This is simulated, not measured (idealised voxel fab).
process module | voxel self aligned vias
cross-section cut | 240 nm wide | cells 5 nm
A cross-section is a grid of square cells, given in bands from the top down. A band is one or more rows of cells.
Each band's line starts with the height of the band's top and of its bottom, in nm. Then come its materials from left to right, each with its width in nm. One material with "throughout" fills the band from edge to edge. "air" is empty space.
Height 0 is the level under which the wafer as received is all one material. The lowest band goes on downwards, as in "0 down".
A width such as "30 to 40" changes by the same amount from each row of cells to the next, from the band's top row to its bottom row.
"no change" after a step means that no cell of the cross-section changed.
closed voids: empty space of 8 cells or more with no open way to the top, each as width x height at its distance from the left edge, in nm
after a step's settings: what the simulator itself notes on the step
overlay nm, on a step with a mask: how far to the right of its planned place the mask lay; to the left if negative
plan
1 op RECEIVE | material Si
2 op CONFORMAL_DEP | material SiO2 | thk nm 15
3 op CONFORMAL_DEP | material SiCN | thk nm 5
4 op DIRECTIONAL_DEP | material SiO2 | thk nm 30
5 op DIRECTIONAL_DEP | material aC | thk nm 10
6 op PATTERN | tone open | mask id LINES | material resist | width nm 20 | pitch nm 50 | thk nm 30 | overlay nm 0
7 op DIRECTIONAL_ETCH | etch materials aC | depth nm 10
8 op STRIP | etch materials resist
9 op DIRECTIONAL_ETCH | etch materials SiO2 | depth nm 30
10 op STRIP | etch materials aC
11 op CONFORMAL_DEP | material TiN | thk nm 5
12 op FILL_DEP | material Ru | thk nm 5
13 op CMP | height nm 50
14 op SELECTIVE_ETCH | etch materials W Ru TiN | depth nm 5
15 op FILL_DEP | material SiN | thk nm 5
16 op CMP | height nm 50
17 op DIRECTIONAL_DEP | material SiO2 | thk nm 20
18 op PATTERN | tone open | mask id VIAS | material resist | width nm 30 | pitch nm 100 | thk nm 20 | overlay nm 0
19 op DIRECTIONAL_ETCH | etch materials SiO2 | depth nm 20
20 op DIRECTIONAL_ETCH | etch materials SiN | depth nm 5
21 op STRIP | etch materials resist
22 op CONFORMAL_DEP | material TiN | thk nm 5
23 op FILL_DEP | material Cu | thk nm 5
24 op CMP | height nm 70
25 op CONFORMAL_DEP | material SiN | thk nm 5
as received, after step 1
  0 down: Si throughout
  closed voids: none
first wafer at the end, as planned
  75 to 70: SiN throughout
  70 to 55: SiO2 55 | TiN 5 | Cu 20 | TiN 5 | SiO2 70 | TiN 5 | Cu 20 | TiN 5 | SiO2 55
  55 to 50: SiO2 55 | TiN 10 | Cu 10 | TiN 10 | SiO2 70 | TiN 10 | Cu 10 | TiN 10 | SiO2 55
  50 to 45: SiO2 60 | TiN 20 | SiO2 30 | SiN 20 | SiO2 30 | TiN 20 | SiO2 60
  45 to 25: SiO2 60 | TiN 5 | Ru 10 | TiN 5 | SiO2 30 | TiN 5 | Ru 10 | TiN 5 | SiO2 30 | TiN 5 | Ru 10 | TiN 5 | SiO2 60
  25 to 20: SiO2 60 | TiN 20 | SiO2 30 | TiN 20 | SiO2 30 | TiN 20 | SiO2 60
  20 to 15: SiCN throughout
  15 to 0: SiO2 throughout
  0 down: Si throughout
  closed voids: none
second wafer at the end: like start, like plan, one mistake
  75 to 70: SiN throughout
  70 to 55: Cu 50 | TiN 5 | SiO2 30 | TiN 5 | Cu 60 | TiN 5 | SiO2 30 | TiN 5 | Cu 50
  55 to 50: TiN 55 | SiO2 30 | TiN 30 | Cu 10 | TiN 30 | SiO2 30 | TiN 55
  50 to 45: SiO2 60 | SiN 20 | SiO2 30 | TiN 20 | SiO2 30 | SiN 20 | SiO2 60
  45 to 25: SiO2 60 | TiN 5 | Ru 10 | TiN 5 | SiO2 30 | TiN 5 | Ru 10 | TiN 5 | SiO2 30 | TiN 5 | Ru 10 | TiN 5 | SiO2 60
  25 to 20: SiO2 60 | TiN 20 | SiO2 30 | TiN 20 | SiO2 30 | TiN 20 | SiO2 60
  20 to 15: SiCN throughout
  15 to 0: SiO2 throughout
  0 down: Si throughout
  closed voids: none
what went wrong: step 18 ran as: op PATTERN | tone cover | mask id VIAS | material resist | width nm 30 | pitch nm 100 | thk nm 20 | overlay nm 0
at the end the second wafer has, in cells: 70 more of Cu | 4 more of SiN | 96 fewer of SiO2 | 22 more of TiN
